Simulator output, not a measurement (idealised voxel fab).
Documented hereafter: the process module known as voxel double patterning.
Square cell edge 5 nm, section width 205 nm, ID cut.
Cross-section layout: square cells on a grid; listed as bands, top to bottom; a band spans one or more cell rows. Heads up on the band format: heights come first, top then bottom, in nm. After that it's the materials left to right, each with its width in nm. A single material flagged "all across" fills the whole band edge to edge, and "empty" means there's empty space there. Measure heights from 0. That's the level where, below it, the as-received wafer is all one material. The lowest band is bottomless and extends downward; write it as in "top 0, no bottom". It should be noted that a width expressed as "30 to 40" varies in equal increments from row to row of cells within the band, taking the value of the first number at the top row and that of the second number at the bottom row. Step note "left unchanged" = no cross-section cell changed. Enclosed voids (no open way to top), threshold 8 cells or more, entry "Sealed void list", notation width x height at distance, distance from left edge, nm. after a step's settings: what the simulator itself notes on the step. overlay nm: where the mask lay relative to plan, measured to the right, on steps with a mask; negatives go left.
List of planned process steps:
1 RECEIVE (material Si)
2 CONFORMAL_DEP (material SiO2; thk nm 10)
3 DIRECTIONAL_DEP (material TiN; thk nm 10)
4 DIRECTIONAL_DEP (material SiN; thk nm 5)
5 MASKED_ETCH (tone open; mask id FIRST; width nm 15; pitch nm 50; etch materials SiN; depth nm 5; overlay nm 0)
6 DIRECTIONAL_DEP (material aC; thk nm 15)
7 PATTERN (tone open; mask id SECOND; material resist; width nm 15; pitch nm 50; thk nm 30; overlay nm 0)
8 DIRECTIONAL_ETCH (etch materials aC; depth nm 15)
9 STRIP (etch materials resist)
10 DIRECTIONAL_ETCH (etch materials SiN; depth nm 5)
11 STRIP (etch materials aC)
12 DIRECTIONAL_ETCH (etch materials TiN; depth nm 10)
13 STRIP (etch materials SiN)
First wafer of two (run as planned):
Here's what the wafer looked like in cross-section when it arrived - that's after step 1:
	top 0, no bottom: Si all across
	Sealed void list: none
Take a look at the wafer's cross-section after step 2:
	top 10, bottom 0: SiO2 all across
	Anything lower than 0 is untouched.
Take a look at the wafer's cross-section after step 3:
	top 20, bottom 10: TiN all across
	Anything lower than 10 is untouched.
Take a look at the wafer's cross-section after step 4:
	top 25, bottom 20: SiN all across
	Anything lower than 20 is untouched.
Take a look at the wafer's cross-section after step 5:
	top 25, bottom 20: SiN (45); empty (15); SiN (35); empty (15); SiN (35); empty (15); SiN (45)
	Anything lower than 20 is untouched.
Take a look at the wafer's cross-section after step 6:
	top 40, bottom 35: aC (45); empty (15); aC (35); empty (15); aC (35); empty (15); aC (45)
	top 35, bottom 25: aC all across
	top 25, bottom 20: SiN (45); aC (15); SiN (35); aC (15); SiN (35); aC (15); SiN (45)
	Anything lower than 20 is untouched.
Take a look at the wafer's cross-section after step 7:
	top 70, bottom 40: resist (70); empty (15); resist (35); empty (15); resist (70)
	top 40, bottom 35: aC (45); resist (15); aC (35); resist (15); aC (35); resist (15); aC (45)
	Anything lower than 35 is untouched.
Take a look at the wafer's cross-section after step 8:
	top 55, bottom 40: resist (70); empty (15); resist (35); empty (15); resist (70)
	top 40, bottom 35: aC (45); resist (15); aC (10); empty (15); aC (10); resist (15); aC (10); empty (15); aC (10); resist (15); aC (45)
	top 35, bottom 25: aC (70); empty (15); aC (35); empty (15); aC (70)
	Anything lower than 25 is untouched.
Take a look at the wafer's cross-section after step 9:
	top 40, bottom 35: aC (45); empty (15); aC (10); empty (15); aC (10); empty (15); aC (10); empty (15); aC (10); empty (15); aC (45)
	Anything lower than 35 is untouched.
Take a look at the wafer's cross-section after step 10:
	top 40, bottom 35: aC (45); empty (15); aC (10); empty (15); aC (10); empty (15); aC (10); empty (15); aC (10); empty (15); aC (45)
	top 35, bottom 25: aC (70); empty (15); aC (35); empty (15); aC (70)
	top 25, bottom 20: SiN (45); aC (15); SiN (10); empty (15); SiN (10); aC (15); SiN (10); empty (15); SiN (10); aC (15); SiN (45)
	Anything lower than 20 is untouched.
Take a look at the wafer's cross-section after step 11:
	top 25, bottom 20: SiN (45); empty (15); SiN (10); empty (15); SiN (10); empty (15); SiN (10); empty (15); SiN (10); empty (15); SiN (45)
	Anything lower than 20 is untouched.
Take a look at the wafer's cross-section after step 12:
	top 25, bottom 20: SiN (45); empty (15); SiN (10); empty (15); SiN (10); empty (15); SiN (10); empty (15); SiN (10); empty (15); SiN (45)
	top 20, bottom 10: TiN (45); empty (15); TiN (10); empty (15); TiN (10); empty (15); TiN (10); empty (15); TiN (10); empty (15); TiN (45)
	Anything lower than 10 is untouched.
Take a look at the wafer's cross-section after step 13:
	top 20, bottom 10: TiN (45); empty (15); TiN (10); empty (15); TiN (10); empty (15); TiN (10); empty (15); TiN (10); empty (15); TiN (45)
	Anything lower than 10 is untouched.
Notes, second wafer: start = first wafer's, plan = first wafer's, execution had one mistake; history identical to first through step 1:
Second wafer profile in section, at the moment step 2 of the plan was meant to be complete:
	top 10, bottom 0: TiN all across
	Anything lower than 0 is untouched.
Second wafer profile in section, at the moment step 3 of the plan was meant to be complete:
	top 20, bottom 0: TiN all across
	Anything lower than 0 is untouched.
Second wafer profile in section, at the moment step 4 of the plan was meant to be complete:
	top 25, bottom 20: SiN all across
	Anything lower than 20 is untouched.
Second wafer profile in section, at the moment step 5 of the plan was meant to be complete:
	top 25, bottom 20: SiN (45); empty (15); SiN (35); empty (15); SiN (35); empty (15); SiN (45)
	Anything lower than 20 is untouched.
Second wafer profile in section, at the moment step 6 of the plan was meant to be complete:
	top 40, bottom 35: aC (45); empty (15); aC (35); empty (15); aC (35); empty (15); aC (45)
	top 35, bottom 25: aC all across
	top 25, bottom 20: SiN (45); aC (15); SiN (35); aC (15); SiN (35); aC (15); SiN (45)
	Anything lower than 20 is untouched.
Second wafer profile in section, at the moment step 7 of the plan was meant to be complete:
	top 70, bottom 40: resist (70); empty (15); resist (35); empty (15); resist (70)
	top 40, bottom 35: aC (45); resist (15); aC (35); resist (15); aC (35); resist (15); aC (45)
	Anything lower than 35 is untouched.
Second wafer profile in section, at the moment step 8 of the plan was meant to be complete:
	top 55, bottom 40: resist (70); empty (15); resist (35); empty (15); resist (70)
	top 40, bottom 35: aC (45); resist (15); aC (10); empty (15); aC (10); resist (15); aC (10); empty (15); aC (10); resist (15); aC (45)
	top 35, bottom 25: aC (70); empty (15); aC (35); empty (15); aC (70)
	Anything lower than 25 is untouched.
Second wafer profile in section, at the moment step 9 of the plan was meant to be complete:
	top 40, bottom 35: aC (45); empty (15); aC (10); empty (15); aC (10); empty (15); aC (10); empty (15); aC (10); empty (15); aC (45)
	Anything lower than 35 is untouched.
Second wafer profile in section, at the moment step 10 of the plan was meant to be complete:
	top 40, bottom 35: aC (45); empty (15); aC (10); empty (15); aC (10); empty (15); aC (10); empty (15); aC (10); empty (15); aC (45)
	top 35, bottom 25: aC (70); empty (15); aC (35); empty (15); aC (70)
	top 25, bottom 20: SiN (45); aC (15); SiN (10); empty (15); SiN (10); aC (15); SiN (10); empty (15); SiN (10); aC (15); SiN (45)
	Anything lower than 20 is untouched.
Second wafer profile in section, at the moment step 11 of the plan was meant to be complete:
	top 25, bottom 20: SiN (45); empty (15); SiN (10); empty (15); SiN (10); empty (15); SiN (10); empty (15); SiN (10); empty (15); SiN (45)
	Anything lower than 20 is untouched.
Second wafer profile in section, at the moment step 12 of the plan was meant to be complete:
	top 25, bottom 20: SiN (45); empty (15); SiN (10); empty (15); SiN (10); empty (15); SiN (10); empty (15); SiN (10); empty (15); SiN (45)
	top 20, bottom 10: TiN (45); empty (15); TiN (10); empty (15); TiN (10); empty (15); TiN (10); empty (15); TiN (10); empty (15); TiN (45)
	Anything lower than 10 is untouched.
Second wafer profile in section, at the moment step 13 of the plan was meant to be complete:
	top 20, bottom 10: TiN (45); empty (15); TiN (10); empty (15); TiN (10); empty (15); TiN (10); empty (15); TiN (10); empty (15); TiN (45)
	Anything lower than 10 is untouched.
Finding, execution versus plan: rather than as planned, step 2 actually ran as CONFORMAL_DEP (material TiN; thk nm 10)
Bottom line after processing is that, in cells, the second wafer is up or down on some materials versus the first: SiO2: 82 fewer | TiN: 82 more
